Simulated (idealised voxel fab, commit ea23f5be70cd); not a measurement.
process module | voxel fin reveal
cross-section cut | 200 nm wide | cells 5 nm
A cross-section is a grid of square cells, given in bands from the top down. A band is one or more rows of cells.
Each band's line starts with the height of the band's top and of its bottom, in nm. Then come its materials from left to right, each with its width in nm. One material with "throughout" fills the band from edge to edge. "air" is empty space.
Height 0 is the level under which the wafer as received is all one material. The lowest band goes on downwards, as in "0 down".
A width such as "30 to 40" changes by the same amount from each row of cells to the next, from the band's top row to its bottom row.
"no change" after a step means that no cell of the cross-section changed.
closed voids: empty space of 8 cells or more with no open way to the top, each as width x height at its distance from the left edge, in nm
after a step's settings: what the simulator itself notes on the step
overlay nm, on a step with a mask: how far to the right of its planned place the mask lay; to the left if negative
plan
1 op RECEIVE | material Si
2 op CONFORMAL_DEP | material SiN | thk nm 5
3 op PATTERN | tone cover | mask id FINS | material resist | width nm 15 | pitch nm 45 | thk nm 20 | overlay nm 0
4 op DIRECTIONAL_ETCH | etch materials SiN | depth nm 5
5 op DIRECTIONAL_ETCH | etch materials Si | depth nm 35
6 op STRIP | etch materials resist
7 op FILL_DEP | material SiO2 | thk nm 5
8 op CMP | height nm 5
9 op SELECTIVE_ETCH | etch materials SiO2 | depth nm 20
10 op STRIP | etch materials SiN
11 op CONFORMAL_DEP | material HfO2 | thk nm 5
first wafer, as planned
as received, after step 1
  0 down: Si throughout
  closed voids: none
after step 2
  5 to 0: SiN throughout
  below 0: unchanged
after step 3
  25 to 5: air 70 | resist 15 | air 30 | resist 15 | air 70
  below 5: unchanged
after step 4
  25 to 5: air 70 | resist 15 | air 30 | resist 15 | air 70
  5 to 0: air 70 | SiN 15 | air 30 | SiN 15 | air 70
  below 0: unchanged
after step 5
  25 to 5: air 70 | resist 15 | air 30 | resist 15 | air 70
  5 to 0: air 70 | SiN 15 | air 30 | SiN 15 | air 70
  0 to -35: air 70 | Si 15 | air 30 | Si 15 | air 70
  below -35: unchanged
after step 6
  5 to 0: air 70 | SiN 15 | air 30 | SiN 15 | air 70
  below 0: unchanged
after step 7
  10 to 5: SiO2 throughout
  5 to 0: SiO2 70 | SiN 15 | SiO2 30 | SiN 15 | SiO2 70
  0 to -35: SiO2 70 | Si 15 | SiO2 30 | Si 15 | SiO2 70
  below -35: unchanged
after step 8
  5 to 0: SiO2 70 | SiN 15 | SiO2 30 | SiN 15 | SiO2 70
  below 0: unchanged
after step 9
  5 to 0: air 70 | SiN 15 | air 30 | SiN 15 | air 70
  0 to -15: air 70 | Si 15 | air 30 | Si 15 | air 70
  below -15: unchanged
after step 10
  0 to -15: air 70 | Si 15 | air 30 | Si 15 | air 70
  below -15: unchanged
after step 11
  5 to 0: air 65 | HfO2 25 | air 20 | HfO2 25 | air 65
  0 to -10: air 65 | HfO2 5 | Si 15 | HfO2 5 | air 20 | HfO2 5 | Si 15 | HfO2 5 | air 65
  -10 to -15: HfO2 70 | Si 15 | HfO2 30 | Si 15 | HfO2 70
  below -15: unchanged
second wafer: like start, like plan, one mistake. Through step 10 it matches the first wafer
when step 11 should have ended: no change
what went wrong: step 11 was left out
at the end the second wafer has, in cells: 52 fewer of HfO2
